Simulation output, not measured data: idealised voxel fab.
Presented below is a process module, voxel capacitor over wiring.
Square cells of 5 nm make up the cross-section cut, whose width is 295 nm.
In this document a cross-section is written as a grid of square cells. It is given as a series of bands, listed from the top down, and a band is one or more rows of cells. Band: top and bottom heights (nm) first, top before bottom; then materials from left to right, widths in nm. "full width" marks a sole material filling the band edge to edge. "blank" denotes empty space. Height reference: 0 = level under which incoming wafer is all one material. Lowest band: no bottom, runs on downward, e.g. "0..down". A width given as "30..40" starts at the first number in the band's top row and ends at the second number in its bottom row, shifting by an equal amount at every step from row to row. Given "remained the same" for a step, no cell of the cross-section differs between before and after that step. Under "Unvented voids" you'll find the enclosed gaps, the ones with no way out to the top, that are 8 cells or bigger; each reads width x height at distance, with distance counted from the left edge, everything in nm. Whatever follows a step's settings on its line is a remark the simulator itself makes about that step. On any step carrying a mask, the "overlay nm" setting, if present on the step's line, tells how far right of its planned place the mask lay; negative values point to the left.
-- Set out below are the planned steps of the process
1) RECEIVE: material Si
2) CONFORMAL_DEP: material SiO2, thk nm 15
3) CONFORMAL_DEP: material SiCN, thk nm 5
4) DIRECTIONAL_DEP: material SiO2, thk nm 20
5) MASKED_ETCH: tone open, mask id METAL_1, width nm 20, pitch nm 85, etch materials SiO2, depth nm 20, overlay nm 0
6) MASKED_ETCH: tone open, mask id METAL_1, width nm 20, pitch nm 85, etch materials SiCN, depth nm 5, overlay nm 0
7) CONFORMAL_DEP: material TiN, thk nm 5
8) FILL_DEP: material Cu, thk nm 10
9) CMP: height nm 40
10) CONFORMAL_DEP: material SiCN, thk nm 5
11) DIRECTIONAL_DEP: material SiO2, thk nm 10
12) DIRECTIONAL_DEP: material aC, thk nm 15
13) PATTERN: tone open, mask id PLUG_1, material resist, width nm 15, thk nm 35, overlay nm 0
14) DIRECTIONAL_ETCH: etch materials aC, depth nm 15
15) STRIP: etch materials resist
16) DIRECTIONAL_ETCH: etch materials SiO2, depth nm 10
17) DIRECTIONAL_ETCH: etch materials SiCN, depth nm 5
18) STRIP: etch materials aC
19) EPI: material Ru, thk nm 10
20) EPI: material Ru, thk nm 5
21) DIRECTIONAL_DEP: material TiN, thk nm 10
22) DIRECTIONAL_DEP: material SiN, thk nm 5
23) DIRECTIONAL_DEP: material TiN, thk nm 5
24) DIRECTIONAL_DEP: material aC, thk nm 15
25) PATTERN: tone cover, mask id UPPER_PLATE, material resist, width nm 70, thk nm 30, overlay nm 0
26) DIRECTIONAL_ETCH: etch materials aC, depth nm 15
27) STRIP: etch materials resist
28) DIRECTIONAL_ETCH: etch materials TiN, depth nm 5
29) DIRECTIONAL_ETCH: etch materials SiN, depth nm 5
30) STRIP: etch materials aC
31) DIRECTIONAL_DEP: material aC, thk nm 15
32) PATTERN: tone cover, mask id LOWER_PLATE, material resist, width nm 80, thk nm 30, overlay nm 0
33) DIRECTIONAL_ETCH: etch materials aC, depth nm 15
34) STRIP: etch materials resist
35) DIRECTIONAL_ETCH: etch materials TiN, depth nm 10
36) STRIP: etch materials aC
37) FILL_DEP: material SiO2, thk nm 15
38) CMP: height nm 85
39) DIRECTIONAL_DEP: material aC, thk nm 10
40) PATTERN: tone open, mask id PLUG_2, material resist, width nm 15, thk nm 25, overlay nm 0
41) DIRECTIONAL_ETCH: etch materials aC, depth nm 10
42) STRIP: etch materials resist
43) DIRECTIONAL_ETCH: etch materials SiO2, depth nm 10
44) STRIP: etch materials aC
45) CONFORMAL_DEP: material TiN, thk nm 5
46) FILL_DEP: material Cu, thk nm 5
47) CMP: height nm 85
48) CONFORMAL_DEP: material SiN, thk nm 5
-- Of two wafers, the first: run according to plan
-- So this is the incoming wafer in cross-section - it's already been through step 1
0..down | Si full width
Unvented voids: none
-- You're looking at a cross-section of the wafer after step 2
15..0 | SiO2 full width
Below 0, no change.
-- You're looking at a cross-section of the wafer after step 3
20..15 | SiCN full width
Below 15, no change.
-- You're looking at a cross-section of the wafer after step 4
40..20 | SiO2 full width
Below 20, no change.
-- You're looking at a cross-section of the wafer after step 5
40..20 | SiO2: 95, blank: 20, SiO2: 65, blank: 20, SiO2: 95
Below 20, no change.
-- You're looking at a cross-section of the wafer after step 6
40..20 | SiO2: 95, blank: 20, SiO2: 65, blank: 20, SiO2: 95
20..15 | SiCN: 95, blank: 20, SiCN: 65, blank: 20, SiCN: 95
Below 15, no change.
-- You're looking at a cross-section of the wafer after step 7
45..40 | TiN: 100, blank: 10, TiN: 75, blank: 10, TiN: 100
40..20 | SiO2: 95, TiN: 5, blank: 10, TiN: 5, SiO2: 65, TiN: 5, blank: 10, TiN: 5, SiO2: 95
20..15 | SiCN: 95, TiN: 20, SiCN: 65, TiN: 20, SiCN: 95
Below 15, no change.
-- You're looking at a cross-section of the wafer after step 8
55..45 | Cu full width
45..40 | TiN: 100, Cu: 10, TiN: 75, Cu: 10, TiN: 100
40..20 | SiO2: 95, TiN: 5, Cu: 10, TiN: 5, SiO2: 65, TiN: 5, Cu: 10, TiN: 5, SiO2: 95
Below 20, no change.
-- You're looking at a cross-section of the wafer after step 9
40..20 | SiO2: 95, TiN: 5, Cu: 10, TiN: 5, SiO2: 65, TiN: 5, Cu: 10, TiN: 5, SiO2: 95
Below 20, no change.
-- You're looking at a cross-section of the wafer after step 10
45..40 | SiCN full width
Below 40, no change.
-- You're looking at a cross-section of the wafer after step 11
55..45 | SiO2 full width
Below 45, no change.
-- You're looking at a cross-section of the wafer after step 12
70..55 | aC full width
Below 55, no change.
-- You're looking at a cross-section of the wafer after step 13
105..70 | resist: 100, blank: 15, resist: 180
Below 70, no change.
-- You're looking at a cross-section of the wafer after step 14
90..70 | resist: 100, blank: 15, resist: 180
70..55 | aC: 100, blank: 15, aC: 180
Below 55, no change.
-- You're looking at a cross-section of the wafer after step 15
70..55 | aC: 100, blank: 15, aC: 180
Below 55, no change.
-- You're looking at a cross-section of the wafer after step 16
70..55 | aC: 100, blank: 15, aC: 180
55..45 | SiO2: 100, blank: 15, SiO2: 180
Below 45, no change.
-- You're looking at a cross-section of the wafer after step 17
70..55 | aC: 100, blank: 15, aC: 180
55..45 | SiO2: 100, blank: 15, SiO2: 180
45..40 | SiCN: 100, blank: 15, SiCN: 180
Below 40, no change.
-- You're looking at a cross-section of the wafer after step 18
55..45 | SiO2: 100, blank: 15, SiO2: 180
Below 45, no change.
-- You're looking at a cross-section of the wafer after step 19
55..50 | SiO2: 100, blank: 15, SiO2: 180
50..45 | SiO2: 100, Ru: 15, SiO2: 180
45..40 | SiCN: 100, Ru: 15, SiCN: 180
Below 40, no change.
-- You're looking at a cross-section of the wafer after step 20
55..45 | SiO2: 100, Ru: 15, SiO2: 180
Below 45, no change.
-- You're looking at a cross-section of the wafer after step 21
65..55 | TiN full width
Below 55, no change.
-- You're looking at a cross-section of the wafer after step 22
70..65 | SiN full width
Below 65, no change.
-- You're looking at a cross-section of the wafer after step 23
75..70 | TiN full width
Below 70, no change.
-- You're looking at a cross-section of the wafer after step 24
90..75 | aC full width
Below 75, no change.
-- You're looking at a cross-section of the wafer after step 25
120..90 | blank: 100, resist: 70, blank: 125
Below 90, no change.
-- You're looking at a cross-section of the wafer after step 26
105..90 | blank: 100, resist: 70, blank: 125
90..75 | blank: 100, aC: 70, blank: 125
Below 75, no change.
-- You're looking at a cross-section of the wafer after step 27
90..75 | blank: 100, aC: 70, blank: 125
Below 75, no change.
-- You're looking at a cross-section of the wafer after step 28
90..75 | blank: 100, aC: 70, blank: 125
75..70 | blank: 100, TiN: 70, blank: 125
Below 70, no change.
-- You're looking at a cross-section of the wafer after step 29
90..75 | blank: 100, aC: 70, blank: 125
75..70 | blank: 100, TiN: 70, blank: 125
70..65 | blank: 100, SiN: 70, blank: 125
Below 65, no change.
-- You're looking at a cross-section of the wafer after step 30
75..70 | blank: 100, TiN: 70, blank: 125
Below 70, no change.
-- You're looking at a cross-section of the wafer after step 31
90..80 | blank: 100, aC: 70, blank: 125
80..75 | aC full width
75..70 | aC: 100, TiN: 70, aC: 125
70..65 | aC: 100, SiN: 70, aC: 125
Below 65, no change.
-- You're looking at a cross-section of the wafer after step 32
120..90 | blank: 95, resist: 80, blank: 120
90..80 | blank: 95, resist: 5, aC: 70, resist: 5, blank: 120
Below 80, no change.
-- You're looking at a cross-section of the wafer after step 33
105..90 | blank: 95, resist: 80, blank: 120
90..80 | blank: 95, resist: 5, aC: 70, resist: 5, blank: 120
80..75 | blank: 95, aC: 80, blank: 120
75..70 | blank: 95, aC: 5, TiN: 70, aC: 5, blank: 120
70..65 | blank: 95, aC: 5, SiN: 70, aC: 5, blank: 120
Below 65, no change.
-- You're looking at a cross-section of the wafer after step 34
90..80 | blank: 100, aC: 70, blank: 125
Below 80, no change.
-- You're looking at a cross-section of the wafer after step 35
90..80 | blank: 100, aC: 70, blank: 125
80..75 | blank: 95, aC: 80, blank: 120
75..70 | blank: 95, aC: 5, TiN: 70, aC: 5, blank: 120
70..65 | blank: 95, aC: 5, SiN: 70, aC: 5, blank: 120
65..55 | blank: 95, TiN: 80, blank: 120
Below 55, no change.
-- You're looking at a cross-section of the wafer after step 36
75..70 | blank: 100, TiN: 70, blank: 125
70..65 | blank: 100, SiN: 70, blank: 125
Below 65, no change.
-- You're looking at a cross-section of the wafer after step 37
90..75 | SiO2 full width
75..70 | SiO2: 100, TiN: 70, SiO2: 125
70..65 | SiO2: 100, SiN: 70, SiO2: 125
65..55 | SiO2: 95, TiN: 80, SiO2: 120
Below 55, no change.
-- You're looking at a cross-section of the wafer after step 38
85..75 | SiO2 full width
Below 75, no change.
-- You're looking at a cross-section of the wafer after step 39
95..85 | aC full width
Below 85, no change.
-- You're looking at a cross-section of the wafer after step 40
120..95 | resist: 110, blank: 15, resist: 170
Below 95, no change.
-- You're looking at a cross-section of the wafer after step 41
110..95 | resist: 110, blank: 15, resist: 170
95..85 | aC: 110, blank: 15, aC: 170
Below 85, no change.
-- You're looking at a cross-section of the wafer after step 42
95..85 | aC: 110, blank: 15, aC: 170
Below 85, no change.
-- You're looking at a cross-section of the wafer after step 43
95..85 | aC: 110, blank: 15, aC: 170
85..75 | SiO2: 110, blank: 15, SiO2: 170
Below 75, no change.
-- You're looking at a cross-section of the wafer after step 44
85..75 | SiO2: 110, blank: 15, SiO2: 170
Below 75, no change.
-- You're looking at a cross-section of the wafer after step 45
90..85 | TiN: 115, blank: 5, TiN: 175
85..80 | SiO2: 110, TiN: 5, blank: 5, TiN: 5, SiO2: 170
80..70 | SiO2: 110..100, TiN: 15..70, SiO2: 170..125
Below 70, no change.
-- You're looking at a cross-section of the wafer after step 46
95..90 | Cu full width
90..85 | TiN: 115, Cu: 5, TiN: 175
85..80 | SiO2: 110, TiN: 5, Cu: 5, TiN: 5, SiO2: 170
Below 80, no change.
-- You're looking at a cross-section of the wafer after step 47
85..80 | SiO2: 110, TiN: 5, Cu: 5, TiN: 5, SiO2: 170
Below 80, no change.
-- You're looking at a cross-section of the wafer after step 48
90..85 | SiN full width
Below 85, no change.
-- Wafer two of two - same starting point, same process plan, one mistake in execution; matches wafer one up to and including step 1
-- Second wafer shown in cross-section at the time step 2 was slated to end
30..0 | SiO2 full width
Below 0, no change.
-- Second wafer shown in cross-section at the time step 3 was slated to end
35..30 | SiCN full width
Below 30, no change.
-- Second wafer shown in cross-section at the time step 4 was slated to end
55..35 | SiO2 full width
Below 35, no change.
-- Second wafer shown in cross-section at the time step 5 was slated to end
55..35 | SiO2: 95, blank: 20, SiO2: 65, blank: 20, SiO2: 95
Below 35, no change.
-- Second wafer shown in cross-section at the time step 6 was slated to end
55..35 | SiO2: 95, blank: 20, SiO2: 65, blank: 20, SiO2: 95
35..30 | SiCN: 95, blank: 20, SiCN: 65, blank: 20, SiCN: 95
Below 30, no change.
-- Second wafer shown in cross-section at the time step 7 was slated to end
60..55 | TiN: 100, blank: 10, TiN: 75, blank: 10, TiN: 100
55..35 | SiO2: 95, TiN: 5, blank: 10, TiN: 5, SiO2: 65, TiN: 5, blank: 10, TiN: 5, SiO2: 95
35..30 | SiCN: 95, TiN: 20, SiCN: 65, TiN: 20, SiCN: 95
Below 30, no change.
-- Second wafer shown in cross-section at the time step 8 was slated to end
70..60 | Cu full width
60..55 | TiN: 100, Cu: 10, TiN: 75, Cu: 10, TiN: 100
55..35 | SiO2: 95, TiN: 5, Cu: 10, TiN: 5, SiO2: 65, TiN: 5, Cu: 10, TiN: 5, SiO2: 95
Below 35, no change.
-- Second wafer shown in cross-section at the time step 9 was slated to end
40..35 | SiO2: 95, TiN: 5, Cu: 10, TiN: 5, SiO2: 65, TiN: 5, Cu: 10, TiN: 5, SiO2: 95
Below 35, no change.
-- Second wafer shown in cross-section at the time step 10 was slated to end
45..40 | SiCN full width
Below 40, no change.
-- Second wafer shown in cross-section at the time step 11 was slated to end
55..45 | SiO2 full width
Below 45, no change.
-- Second wafer shown in cross-section at the time step 12 was slated to end
70..55 | aC full width
Below 55, no change.
-- Second wafer shown in cross-section at the time step 13 was slated to end
105..70 | resist: 100, blank: 15, resist: 180
Below 70, no change.
-- Second wafer shown in cross-section at the time step 14 was slated to end
90..70 | resist: 100, blank: 15, resist: 180
70..55 | aC: 100, blank: 15, aC: 180
Below 55, no change.
-- Second wafer shown in cross-section at the time step 15 was slated to end
70..55 | aC: 100, blank: 15, aC: 180
Below 55, no change.
-- Second wafer shown in cross-section at the time step 16 was slated to end
70..55 | aC: 100, blank: 15, aC: 180
55..45 | SiO2: 100, blank: 15, SiO2: 180
Below 45, no change.
-- Second wafer shown in cross-section at the time step 17 was slated to end
70..55 | aC: 100, blank: 15, aC: 180
55..45 | SiO2: 100, blank: 15, SiO2: 180
45..40 | SiCN: 100, blank: 15, SiCN: 180
Below 40, no change.
-- Second wafer shown in cross-section at the time step 18 was slated to end
55..45 | SiO2: 100, blank: 15, SiO2: 180
Below 45, no change.
-- Second wafer shown in cross-section at the time step 19 was slated to end
55..50 | SiO2: 100, blank: 15, SiO2: 180
50..45 | SiO2: 100, Ru: 15, SiO2: 180
45..40 | SiCN: 100, Ru: 15, SiCN: 180
Below 40, no change.
-- Second wafer shown in cross-section at the time step 20 was slated to end
55..45 | SiO2: 100, Ru: 15, SiO2: 180
Below 45, no change.
-- Second wafer shown in cross-section at the time step 21 was slated to end
65..55 | TiN full width
Below 55, no change.
-- Second wafer shown in cross-section at the time step 22 was slated to end
70..65 | SiN full width
Below 65, no change.
-- Second wafer shown in cross-section at the time step 23 was slated to end
75..70 | TiN full width
Below 70, no change.
-- Second wafer shown in cross-section at the time step 24 was slated to end
90..75 | aC full width
Below 75, no change.
-- Second wafer shown in cross-section at the time step 25 was slated to end
120..90 | blank: 100, resist: 70, blank: 125
Below 90, no change.
-- Second wafer shown in cross-section at the time step 26 was slated to end
105..90 | blank: 100, resist: 70, blank: 125
90..75 | blank: 100, aC: 70, blank: 125
Below 75, no change.
-- Second wafer shown in cross-section at the time step 27 was slated to end
90..75 | blank: 100, aC: 70, blank: 125
Below 75, no change.
-- Second wafer shown in cross-section at the time step 28 was slated to end
90..75 | blank: 100, aC: 70, blank: 125
75..70 | blank: 100, TiN: 70, blank: 125
Below 70, no change.
-- Second wafer shown in cross-section at the time step 29 was slated to end
90..75 | blank: 100, aC: 70, blank: 125
75..70 | blank: 100, TiN: 70, blank: 125
70..65 | blank: 100, SiN: 70, blank: 125
Below 65, no change.
-- Second wafer shown in cross-section at the time step 30 was slated to end
75..70 | blank: 100, TiN: 70, blank: 125
Below 70, no change.
-- Second wafer shown in cross-section at the time step 31 was slated to end
90..80 | blank: 100, aC: 70, blank: 125
80..75 | aC full width
75..70 | aC: 100, TiN: 70, aC: 125
70..65 | aC: 100, SiN: 70, aC: 125
Below 65, no change.
-- Second wafer shown in cross-section at the time step 32 was slated to end
120..90 | blank: 95, resist: 80, blank: 120
90..80 | blank: 95, resist: 5, aC: 70, resist: 5, blank: 120
Below 80, no change.
-- Second wafer shown in cross-section at the time step 33 was slated to end
105..90 | blank: 95, resist: 80, blank: 120
90..80 | blank: 95, resist: 5, aC: 70, resist: 5, blank: 120
80..75 | blank: 95, aC: 80, blank: 120
75..70 | blank: 95, aC: 5, TiN: 70, aC: 5, blank: 120
70..65 | blank: 95, aC: 5, SiN: 70, aC: 5, blank: 120
Below 65, no change.
-- Second wafer shown in cross-section at the time step 34 was slated to end
90..80 | blank: 100, aC: 70, blank: 125
Below 80, no change.
-- Second wafer shown in cross-section at the time step 35 was slated to end
90..80 | blank: 100, aC: 70, blank: 125
80..75 | blank: 95, aC: 80, blank: 120
75..70 | blank: 95, aC: 5, TiN: 70, aC: 5, blank: 120
70..65 | blank: 95, aC: 5, SiN: 70, aC: 5, blank: 120
65..55 | blank: 95, TiN: 80, blank: 120
Below 55, no change.
-- Second wafer shown in cross-section at the time step 36 was slated to end
75..70 | blank: 100, TiN: 70, blank: 125
70..65 | blank: 100, SiN: 70, blank: 125
Below 65, no change.
-- Second wafer shown in cross-section at the time step 37 was slated to end
90..75 | SiO2 full width
75..70 | SiO2: 100, TiN: 70, SiO2: 125
70..65 | SiO2: 100, SiN: 70, SiO2: 125
65..55 | SiO2: 95, TiN: 80, SiO2: 120
Below 55, no change.
-- Second wafer shown in cross-section at the time step 38 was slated to end
85..75 | SiO2 full width
Below 75, no change.
-- Second wafer shown in cross-section at the time step 39 was slated to end
95..85 | aC full width
Below 85, no change.
-- Second wafer shown in cross-section at the time step 40 was slated to end
120..95 | resist: 110, blank: 15, resist: 170
Below 95, no change.
-- Second wafer shown in cross-section at the time step 41 was slated to end
110..95 | resist: 110, blank: 15, resist: 170
95..85 | aC: 110, blank: 15, aC: 170
Below 85, no change.
-- Second wafer shown in cross-section at the time step 42 was slated to end
95..85 | aC: 110, blank: 15, aC: 170
Below 85, no change.
-- Second wafer shown in cross-section at the time step 43 was slated to end
95..85 | aC: 110, blank: 15, aC: 170
85..75 | SiO2: 110, blank: 15, SiO2: 170
Below 75, no change.
-- Second wafer shown in cross-section at the time step 44 was slated to end
85..75 | SiO2: 110, blank: 15, SiO2: 170
Below 75, no change.
-- Second wafer shown in cross-section at the time step 45 was slated to end
90..85 | TiN: 115, blank: 5, TiN: 175
85..80 | SiO2: 110, TiN: 5, blank: 5, TiN: 5, SiO2: 170
80..70 | SiO2: 110..100, TiN: 15..70, SiO2: 170..125
Below 70, no change.
-- Second wafer shown in cross-section at the time step 46 was slated to end
95..90 | Cu full width
90..85 | TiN: 115, Cu: 5, TiN: 175
85..80 | SiO2: 110, TiN: 5, Cu: 5, TiN: 5, SiO2: 170
Below 80, no change.
-- Second wafer shown in cross-section at the time step 47 was slated to end
85..80 | SiO2: 110, TiN: 5, Cu: 5, TiN: 5, SiO2: 170
Below 80, no change.
-- Second wafer shown in cross-section at the time step 48 was slated to end
90..85 | SiN full width
Below 85, no change.
Error vs. plan: step 2 of the plan saw execution twice
at the end the second wafer has, in cells: 12 fewer of Cu | 24 more of SiO2 | 12 fewer of TiN
